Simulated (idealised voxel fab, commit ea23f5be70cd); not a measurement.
Process module in this document: voxel wiring stack
It is cross-section cut that appears here, measuring 190 nm in width, its square cells being 5 nm in size.
Format of a cross-section: grid, square cells. Given as bands. Order: top down. Band: one or more rows of cells. Band entry format. Leading values: height of top, height of bottom, nm. Remainder: materials in left-to-right order, each with its width in nm. Special words: "everywhere" on a single material, which then fills the band edge to edge; "blank", empty space. The reference from which all heights are counted is 0, the level beneath which the as-received wafer is entirely one material; the lowest band, having no lower bound, proceeds downward and is written after the example "0 down". So if you see something like "30 to 40" for the width, read it as the top row of the band sitting at the first number and the bottom row at the second, with every row in between moving by the same amount as the last. "everything unchanged", as given for a step, is the statement that not any cell of the cross-section underwent a change during that step. Under "Closed void catalog" you'll find the enclosed gaps, the ones with no way out to the top, that are 8 cells or bigger; each reads width x height at distance, with distance counted from the left edge, everything in nm. The remark found on a step's line after its settings is issued by the simulator itself and pertains to that step. overlay nm: mask offset rightward from planned place, masked step; negative means leftward offset.

### This section lists the process steps that were planned
step 1: RECEIVE [material Si]
step 2: CONFORMAL_DEP [material SiO2] [thk nm 10]
step 3: DIRECTIONAL_DEP [material TiN] [thk nm 5]
step 4: DIRECTIONAL_DEP [material Ru] [thk nm 20]
step 5: MASKED_ETCH [tone cover] [mask id METAL_1] [width nm 25] [pitch nm 40] [etch materials Ru] [depth nm 20] [overlay nm 0]
step 6: MASKED_ETCH [tone cover] [mask id METAL_1] [width nm 25] [pitch nm 40] [etch materials TiN] [depth nm 5] [overlay nm 0]
step 7: FILL_DEP [material SiO2] [thk nm 10]
step 8: CMP [height nm 35]
step 9: CONFORMAL_DEP [material SiCN] [thk nm 5]
step 10: DIRECTIONAL_DEP [material lowk] [thk nm 30]
step 11: PATTERN [tone open] [mask id METAL_2_HOLES] [material resist] [width nm 15] [thk nm 20] [overlay nm 0]
step 12: DIRECTIONAL_ETCH [etch materials lowk] [depth nm 30]
step 13: STRIP [etch materials resist]
step 14: DIRECTIONAL_DEP [material aC] [thk nm 10]
step 15: PATTERN [tone open] [mask id METAL_2] [material resist] [width nm 25] [pitch nm 40] [thk nm 30] [overlay nm 0]
step 16: DIRECTIONAL_ETCH [etch materials aC] [depth nm 10]
step 17: STRIP [etch materials resist]
step 18: DIRECTIONAL_ETCH [etch materials lowk] [depth nm 20]
step 19: DIRECTIONAL_ETCH [etch materials SiCN] [depth nm 5]
step 20: STRIP [etch materials aC]
step 21: CONFORMAL_DEP [material TiN] [thk nm 5]
step 22: FILL_DEP [material Cu] [thk nm 10]
step 23: CMP [height nm 70]
step 24: CONFORMAL_DEP [material SiCN] [thk nm 5]
step 25: DIRECTIONAL_DEP [material SiO2] [thk nm 35]
step 26: MASKED_ETCH [tone open] [mask id METAL_3] [width nm 25] [pitch nm 40] [etch materials SiO2] [depth nm 20] [overlay nm 0]
step 27: DIRECTIONAL_DEP [material aC] [thk nm 10]
step 28: PATTERN [tone open] [mask id METAL_3_HOLES] [material resist] [width nm 15] [pitch nm 40] [thk nm 25] [overlay nm 0]
step 29: DIRECTIONAL_ETCH [etch materials aC] [depth nm 10]
step 30: STRIP [etch materials resist]
step 31: DIRECTIONAL_ETCH [etch materials SiO2] [depth nm 15]
step 32: DIRECTIONAL_ETCH [etch materials SiCN] [depth nm 5]
step 33: STRIP [etch materials aC]
step 34: CONFORMAL_DEP [material TiN] [thk nm 5]
step 35: FILL_DEP [material Ru] [thk nm 10]
step 36: CMP [height nm 110]
step 37: CONFORMAL_DEP [material SiCN] [thk nm 5]
step 38: DIRECTIONAL_DEP [material SiO2] [thk nm 25]
step 39: PATTERN [tone open] [mask id METAL_4] [material resist] [width nm 25] [pitch nm 40] [thk nm 15] [overlay nm 0]
step 40: DIRECTIONAL_ETCH [etch materials SiO2] [depth nm 15]
step 41: STRIP [etch materials resist]
step 42: MASKED_ETCH [tone open] [mask id METAL_4_HOLES] [width nm 15] [etch materials SiO2] [depth nm 10] [overlay nm 0]
step 43: MASKED_ETCH [tone open] [mask id METAL_4_HOLES] [width nm 15] [etch materials SiCN] [depth nm 5] [overlay nm 0]
step 44: CONFORMAL_DEP [material TiN] [thk nm 5]
step 45: FILL_DEP [material Cu] [thk nm 5]
step 46: CMP [height nm 140]
step 47: CONFORMAL_DEP [material SiCN] [thk nm 5]

### Cross-section of the incoming wafer, state after step 1
    0 down  Si everywhere
    Closed void catalog: none

### The module was run from the start shown above using the plan shown above, but one mistake was made doing it; the resulting wafer cross-section is below
    145 to 140  SiCN everywhere
    140 to 130  SiO2 60 nm, then TiN 5 nm, then Cu 15 nm, then TiN 5 nm, then SiO2 15 nm, then TiN 5 nm, then Cu 15 nm, then TiN 5 nm, then SiO2 65 nm
    130 to 125  SiO2 60 nm, then TiN 5 nm, then Cu 5 nm, then TiN 15 nm, then SiO2 15 nm, then TiN 25 nm, then SiO2 65 nm
    125 to 115  SiO2 60 nm, then TiN 5 nm, then Cu 5 nm, then TiN 5 nm, then SiO2 115 nm
    115 to 110  SiCN 60 nm, then TiN 15 nm, then SiCN 115 nm
    110 to 95  SiO2 60 nm, then TiN 5 nm, then Ru 15 nm, then TiN 5 nm, then SiO2 15 nm, then TiN 5 nm, then Ru 15 nm, then TiN 5 nm, then SiO2 65 nm
    95 to 90  SiO2 60 nm, then TiN 5 nm, then Ru 5 nm, then TiN 15 nm, then SiO2 15 nm, then TiN 5 nm, then Ru 5 nm, then TiN 15 nm, then SiO2 65 nm
    90 to 75  SiO2 60 nm, then TiN 5 nm, then Ru 5 nm, then TiN 5 nm, then SiO2 25 nm, then TiN 5 nm, then Ru 5 nm, then TiN 5 nm, then SiO2 75 nm
    75 to 70  SiCN 60 nm, then TiN 15 nm, then SiCN 25 nm, then TiN 15 nm, then SiCN 75 nm
    70 to 55  lowk 60 nm, then TiN 5 nm, then Cu 15 nm, then TiN 5 nm, then lowk 15 nm, then TiN 5 nm, then Cu 15 nm, then TiN 5 nm, then lowk 65 nm
    55 to 50  lowk 60 nm, then TiN 5 nm, then Cu 5 nm, then TiN 15 nm, then lowk 15 nm, then TiN 25 nm, then lowk 65 nm
    50 to 40  lowk 60 nm, then TiN 5 nm, then Cu 5 nm, then TiN 5 nm, then lowk 115 nm
    40 to 35  SiCN 60 nm, then TiN 15 nm, then SiCN 115 nm
    35 to 25  SiO2 everywhere
    25 to 5  SiO2 60 nm, then Ru 25 nm, then SiO2 15 nm, then Ru 25 nm, then SiO2 65 nm
    5 to 0  SiO2 60 nm, then TiN 25 nm, then SiO2 15 nm, then TiN 25 nm, then SiO2 65 nm
    0 down  Si everywhere
    Closed void catalog: none
Nonconformance to the process plan: step 2 in the plan did not get run; it was skipped
